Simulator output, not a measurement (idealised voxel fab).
Process module name: voxel spacer lines
In the cross-section labelled cut, the width is 260 nm and each square cell is 5 nm.
Cross-sections here: square-cell grids, written as top-down lists of bands, a band being one or more rows of cells. This entry defines a band. It first specifies the height of the band's top and the height of its bottom in nm, and then specifies the band's materials from left to right, stating each material with its width in nm. The word "throughout" identifies a single material that fills the band from edge to edge, while the word "blank" identifies empty space. All heights in this document are referenced to 0, defined as the level beneath which the wafer, as received, consists entirely of one material. The lowest band is not bounded below; it extends indefinitely downward and is written in the form "z 0 and below". The two numbers in a width such as "30->40" mark its ends across the band: the first belongs to the top row of cells, the second to the bottom row, and from each row to the next the width moves by the same amount. For the purposes of this document, the phrase "nothing was modified" attached to a step denotes that no cell within the cross-section was modified by that step. Listed closed voids: empty space of 8 cells or more with no open way to the top, each as width x height at its distance from the left edge, in nm. Note: text after step settings on the step line = simulator remark on that step. A step line may carry the setting "overlay nm", which, for steps involving a mask, states the distance by which the mask lay to the right of its intended position; negative values denote displacement to the left.

LISTED BELOW ARE THE PROCESS STEPS AS PLANNED
1,RECEIVE | material Si
2,CONFORMAL_DEP | material SiO2 | thk nm 5
3,DIRECTIONAL_DEP | material W | thk nm 15
4,DIRECTIONAL_DEP | material polySi | thk nm 25
5,PATTERN | tone cover | mask id MANDREL | material resist | width nm 25 | pitch nm 80 | thk nm 30 | overlay nm 0
6,DIRECTIONAL_ETCH | etch materials polySi | depth nm 25
7,STRIP | etch materials resist
8,CONFORMAL_DEP | material SiN | thk nm 15
9,DIRECTIONAL_ETCH | etch materials SiN | depth nm 15
10,STRIP | etch materials polySi
11,DIRECTIONAL_ETCH | etch materials W | depth nm 15
12,STRIP | etch materials SiN
13,FILL_DEP | material lowk | thk nm 5
14,CMP | height nm 20

WAFER AT RECEIPT (POST STEP 1), CROSS-SECTION
* z 0 and below  Si throughout
* Listed closed voids: none

END-OF-MODULE XS, FIRST OF TWO WAFERS, RUN AS PLANNED
* z 20 to 5  lowk: 60  W: 15  lowk: 25  W: 15  lowk: 25  W: 15  lowk: 25  W: 15  lowk: 65
* z 5 to 0  SiO2 throughout
* z 0 and below  Si throughout
* Listed closed voids: none

WHAT THE SECOND WAFER LOOKS LIKE IN CROSS-SECTION ONCE THE MODULE IS DONE. ITS START AND ITS PLAN MATCHED THE FIRST WAFER'S EXACTLY; WHAT DIFFERED WAS ONE MISTAKE IN HOW IT WAS RUN
* z 20 to 5  lowk: 50  W: 15  lowk: 25  W: 15  lowk: 25  W: 15  lowk: 25  W: 15  lowk: 75
* z 5 to 0  SiO2 throughout
* z 0 and below  Si throughout
* Listed closed voids: none
Which mistake was made when the wafer was run? not per plan at step 5, really ran PATTERN | tone cover | mask id MANDREL | material resist | width nm 25 | pitch nm 80 | thk nm 30 | overlay nm -10
If you tally the cells, the second wafer ends up with the same amount of every material as the first; it's all just sitting in different places.
